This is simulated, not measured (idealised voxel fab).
process module | voxel capacitor over wiring
cross-section cut | 300 nm wide | cells 5 nm
A cross-section is a grid of square cells, given in bands from the top down. A band is one or more rows of cells.
Each band's line starts with the height of the band's top and of its bottom, in nm. Then come its materials from left to right, each with its width in nm. One material with "throughout" fills the band from edge to edge. "air" is empty space.
Height 0 is the level under which the wafer as received is all one material. The lowest band goes on downwards, as in "0 down".
A width such as "30 to 40" changes by the same amount from each row of cells to the next, from the band's top row to its bottom row.
"no change" after a step means that no cell of the cross-section changed.
closed voids: empty space of 8 cells or more with no open way to the top, each as width x height at its distance from the left edge, in nm
after a step's settings: what the simulator itself notes on the step
overlay nm, on a step with a mask: how far to the right of its planned place the mask lay; to the left if negative
plan
1 op RECEIVE | material Si
2 op CONFORMAL_DEP | material SiO2 | thk nm 15
3 op DIRECTIONAL_DEP | material TiN | thk nm 5
4 op DIRECTIONAL_DEP | material W | thk nm 25
5 op PATTERN | tone cover | mask id METAL_1 | material resist | width nm 20 | pitch nm 85 | thk nm 20 | overlay nm 0
6 op DIRECTIONAL_ETCH | etch materials W | depth nm 25
7 op DIRECTIONAL_ETCH | etch materials TiN | depth nm 5
8 op STRIP | etch materials resist
9 op CONFORMAL_DEP | material SiN | thk nm 5
10 op FILL_DEP | material lowk | thk nm 10
11 op CMP | height nm 45
12 op CONFORMAL_DEP | material SiCN | thk nm 5
13 op DIRECTIONAL_DEP | material lowk | thk nm 15
14 op DIRECTIONAL_DEP | material aC | thk nm 10
15 op PATTERN | tone open | mask id PLUG_1 | material resist | width nm 15 | thk nm 30 | overlay nm 0
16 op DIRECTIONAL_ETCH | etch materials aC | depth nm 10
17 op STRIP | etch materials resist
18 op DIRECTIONAL_ETCH | etch materials lowk | depth nm 15
19 op DIRECTIONAL_ETCH | etch materials SiCN | depth nm 5
20 op STRIP | etch materials aC
21 op EPI | material Ru | thk nm 10
22 op EPI | material Ru | thk nm 10
23 op DIRECTIONAL_DEP | material TiN | thk nm 5
24 op DIRECTIONAL_DEP | material Al2O3 | thk nm 5
25 op DIRECTIONAL_DEP | material TiN | thk nm 10
26 op MASKED_ETCH | tone cover | mask id UPPER_PLATE | width nm 70 | etch materials TiN | depth nm 10 | overlay nm 0
27 op MASKED_ETCH | tone cover | mask id UPPER_PLATE | width nm 70 | etch materials Al2O3 | depth nm 5 | overlay nm 0
28 op DIRECTIONAL_DEP | material aC | thk nm 15
29 op PATTERN | tone cover | mask id LOWER_PLATE | material resist | width nm 80 | thk nm 30 | overlay nm 0
30 op DIRECTIONAL_ETCH | etch materials aC | depth nm 15
31 op STRIP | etch materials resist
32 op DIRECTIONAL_ETCH | etch materials TiN | depth nm 5
33 op STRIP | etch materials aC
34 op FILL_DEP | material SiO2 | thk nm 20
35 op CMP | height nm 100
36 op MASKED_ETCH | tone open | mask id PLUG_2 | width nm 15 | etch materials SiO2 | depth nm 15 | overlay nm 0
37 op CONFORMAL_DEP | material TiN | thk nm 5
38 op FILL_DEP | material Ru | thk nm 10
39 op CMP | height nm 100
40 op CONFORMAL_DEP | material SiN | thk nm 5
as received, after step 1
  0 down: Si throughout
  closed voids: none
a wafer at the end: this start, this plan, one mistake
  105 to 100: SiO2 throughout
  100 to 90: SiO2 110 | TiN 5 | Ru 5 | TiN 5 | SiO2 175
  90 to 85: SiO2 110 | TiN 15 | SiO2 175
  85 to 75: SiO2 100 | TiN 70 | SiO2 130
  75 to 70: SiO2 100 | Al2O3 70 | SiO2 130
  70 to 65: SiO2 95 | TiN 80 | SiO2 125
  65 to 50: lowk 100 | Ru 15 | lowk 185
  50 to 45: SiCN 100 | Ru 15 | SiCN 185
  45 to 20: lowk 90 | SiN 5 | W 20 | SiN 5 | lowk 55 | SiN 5 | W 20 | SiN 5 | lowk 95
  20 to 15: SiN 95 | TiN 20 | SiN 65 | TiN 20 | SiN 100
  15 to 0: SiO2 throughout
  0 down: Si throughout
  closed voids: none
what went wrong: step 40 ran as: op CONFORMAL_DEP | material SiO2 | thk nm 5
